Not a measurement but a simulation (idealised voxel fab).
process module | voxel fin reveal
cross-section cut | 150 nm wide | cells 5 nm
A cross-section is a grid of square cells, given in bands from the top down. A band is one or more rows of cells.
Each band's line starts with the height of the band's top and of its bottom, in nm. Then come its materials from left to right, each with its width in nm. One material with "throughout" fills the band from edge to edge. "air" is empty space.
Height 0 is the level under which the wafer as received is all one material. The lowest band goes on downwards, as in "0 down".
A width such as "30 to 40" changes by the same amount from each row of cells to the next, from the band's top row to its bottom row.
"no change" after a step means that no cell of the cross-section changed.
closed voids: empty space of 8 cells or more with no open way to the top, each as width x height at its distance from the left edge, in nm
after a step's settings: what the simulator itself notes on the step
overlay nm, on a step with a mask: how far to the right of its planned place the mask lay; to the left if negative
plan
1 op RECEIVE | material Si
2 op CONFORMAL_DEP | material SiN | thk nm 10
3 op PATTERN | tone cover | mask id FINS | material resist | width nm 15 | pitch nm 40 | thk nm 15 | overlay nm 0
4 op DIRECTIONAL_ETCH | etch materials SiN | depth nm 10
5 op DIRECTIONAL_ETCH | etch materials Si | depth nm 30
6 op STRIP | etch materials resist
7 op FILL_DEP | material SiO2 | thk nm 5
8 op CMP | height nm 10
9 op SELECTIVE_ETCH | etch materials SiO2 | depth nm 25
10 op STRIP | etch materials SiN
11 op CONFORMAL_DEP | material HfO2 | thk nm 5
as received, after step 1
  0 down: Si throughout
  closed voids: none
a wafer at the end: this start, this plan, one mistake
  15 to 0: air 10 | HfO2 125 | air 15
  0 to -15: HfO2 25 | Si 15 | HfO2 25 | Si 15 | HfO2 25 | Si 15 | HfO2 30
  -15 to -30: SiO2 25 | Si 15 | SiO2 25 | Si 15 | SiO2 25 | Si 15 | SiO2 30
  -30 down: Si throughout
  closed voids: none
what went wrong: step 11 ran as: op CONFORMAL_DEP | material HfO2 | thk nm 15
